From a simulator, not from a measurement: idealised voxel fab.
A process module follows: voxel wiring stack.
In the cross-section labelled cut, the width is 165 nm and each square cell is 5 nm.
Cross-section spec: square-cell grid; bands listed top down; each band is one or more rows. First you get the band's top height and its bottom height, in nm, and then the materials it's made of, left to right, with each width in nm. If you see a single material with "all across", that one covers the band edge to edge. "blank" is empty space. For the purposes of this specification, 0 denotes the height below which the wafer in its as-received condition is composed wholly of one material, and the lowermost band, lacking a lower limit, extends downward without end, as expressed in "top 0, no bottom". The notation "30->40" denotes a width that varies across the rows of cells in the band, beginning at the first number in the top row, finishing at the second number in the bottom row, and changing by an identical amount from each row to the next. Step note "remained unchanged" = no cross-section cell changed. Voids not open to the top, 8 cells minimum: see "Closed void list". Written width x height at distance; distance is from the left edge; nm. Text after the settings on a step's line: the simulator's own remark on that step. "overlay nm" denotes, for a step that has a mask, the displacement of the mask to the right of its planned place, with negative values corresponding to the left.
### plan
1 RECEIVE, material Si
2 CONFORMAL_DEP, material SiO2, thk nm 10
3 CONFORMAL_DEP, material SiCN, thk nm 5
4 DIRECTIONAL_DEP, material SiO2, thk nm 25
5 DIRECTIONAL_DEP, material aC, thk nm 10
6 PATTERN, tone open, mask id METAL_1, material resist, width nm 30, pitch nm 45, thk nm 25, overlay nm 0
7 DIRECTIONAL_ETCH, etch materials aC, depth nm 10
8 STRIP, etch materials resist
9 DIRECTIONAL_ETCH, etch materials SiO2, depth nm 25
10 DIRECTIONAL_ETCH, etch materials SiCN, depth nm 5
11 STRIP, etch materials aC
12 CONFORMAL_DEP, material TiN, thk nm 5
13 FILL_DEP, material W, thk nm 5
14 CMP, height nm 40
15 CONFORMAL_DEP, material SiCN, thk nm 5
16 DIRECTIONAL_DEP, material lowk, thk nm 15
17 DIRECTIONAL_DEP, material aC, thk nm 15
18 PATTERN, tone open, mask id PLUG_1, material resist, width nm 15, pitch nm 90, thk nm 35, overlay nm 0
19 DIRECTIONAL_ETCH, etch materials aC, depth nm 15
20 STRIP, etch materials resist
21 DIRECTIONAL_ETCH, etch materials lowk, depth nm 15
22 DIRECTIONAL_ETCH, etch materials SiCN, depth nm 5
23 STRIP, etch materials aC
24 EPI, material Ru, thk nm 10
25 EPI, material Ru, thk nm 10
26 DIRECTIONAL_DEP, material TiN, thk nm 5
27 DIRECTIONAL_DEP, material W, thk nm 25
28 MASKED_ETCH, tone cover, mask id METAL_2, width nm 30, pitch nm 45, etch materials W, depth nm 25, overlay nm 0
29 MASKED_ETCH, tone cover, mask id METAL_2, width nm 30, pitch nm 45, etch materials TiN, depth nm 5, overlay nm 0
30 CONFORMAL_DEP, material SiCN, thk nm 5
31 FILL_DEP, material SiO2, thk nm 5
32 CMP, height nm 90
33 CONFORMAL_DEP, material SiCN, thk nm 5
34 DIRECTIONAL_DEP, material lowk, thk nm 25
35 DIRECTIONAL_DEP, material aC, thk nm 15
36 PATTERN, tone open, mask id METAL_3_HOLES, material resist, width nm 15, pitch nm 45, thk nm 35, overlay nm 0
37 DIRECTIONAL_ETCH, etch materials aC, depth nm 15
38 STRIP, etch materials resist
39 DIRECTIONAL_ETCH, etch materials lowk, depth nm 25
40 STRIP, etch materials aC
41 PATTERN, tone open, mask id METAL_3, material resist, width nm 30, pitch nm 45, thk nm 15, overlay nm 0
42 DIRECTIONAL_ETCH, etch materials lowk, depth nm 15
43 DIRECTIONAL_ETCH, etch materials SiCN, depth nm 5
44 STRIP, etch materials resist
45 CONFORMAL_DEP, material TiN, thk nm 5
46 FILL_DEP, material Cu, thk nm 5
47 CMP, height nm 120
48 CONFORMAL_DEP, material SiCN, thk nm 5
### Cross-sectional view of the wafer in its as-received condition, corresponding to the state after step 1
* top 0, no bottom: Si all across
* Closed void list: none
### Wafer at module end, in section. Began as above, planned as above, run with one mistake
* top 130, bottom 125: SiCN all across
* top 125, bottom 120: TiN=25  Cu=20  TiN=25  Cu=20  TiN=25  Cu=20  TiN=30
* top 120, bottom 110: lowk=20  TiN=5  Cu=20  TiN=5  lowk=15  TiN=5  Cu=20  TiN=5  lowk=15  TiN=5  Cu=20  TiN=5  lowk=25
* top 110, bottom 105: lowk=20  TiN=5  Cu=5  TiN=20  lowk=15  TiN=5  Cu=5  TiN=20  lowk=15  TiN=5  Cu=5  TiN=20  lowk=25
* top 105, bottom 95: lowk=20  TiN=5  Cu=5  TiN=5  lowk=30  TiN=5  Cu=5  TiN=5  lowk=30  TiN=5  Cu=5  TiN=5  lowk=40
* top 95, bottom 90: SiCN=20  TiN=15  SiCN=30  TiN=15  SiCN=30  TiN=15  SiCN=40
* top 90, bottom 65: SiO2=15  SiCN=5  W=30  SiCN=5  SiO2=5  SiCN=5  W=30  SiCN=5  SiO2=5  SiCN=5  W=30  SiCN=5  SiO2=20
* top 65, bottom 60: SiCN=20  TiN=30  SiCN=15  TiN=30  SiCN=15  TiN=30  SiCN=25
* top 60, bottom 45: lowk=20  Ru=15  lowk=75  Ru=15  lowk=40
* top 45, bottom 40: SiCN=20  Ru=15  SiCN=75  Ru=15  SiCN=40
* top 40, bottom 15: SiO2=20  TiN=5  W=20  TiN=5  SiO2=15  TiN=5  W=20  TiN=5  SiO2=15  TiN=5  W=20  TiN=5  SiO2=25
* top 15, bottom 10: SiCN=20  TiN=30  SiCN=15  TiN=30  SiCN=15  TiN=30  SiCN=25
* top 10, bottom 0: SiO2 all across
* top 0, no bottom: Si all across
* Closed void list: none
What was the processing mistake? for step 47, the planned setting was not used; the step was instead run as CMP, height nm 125
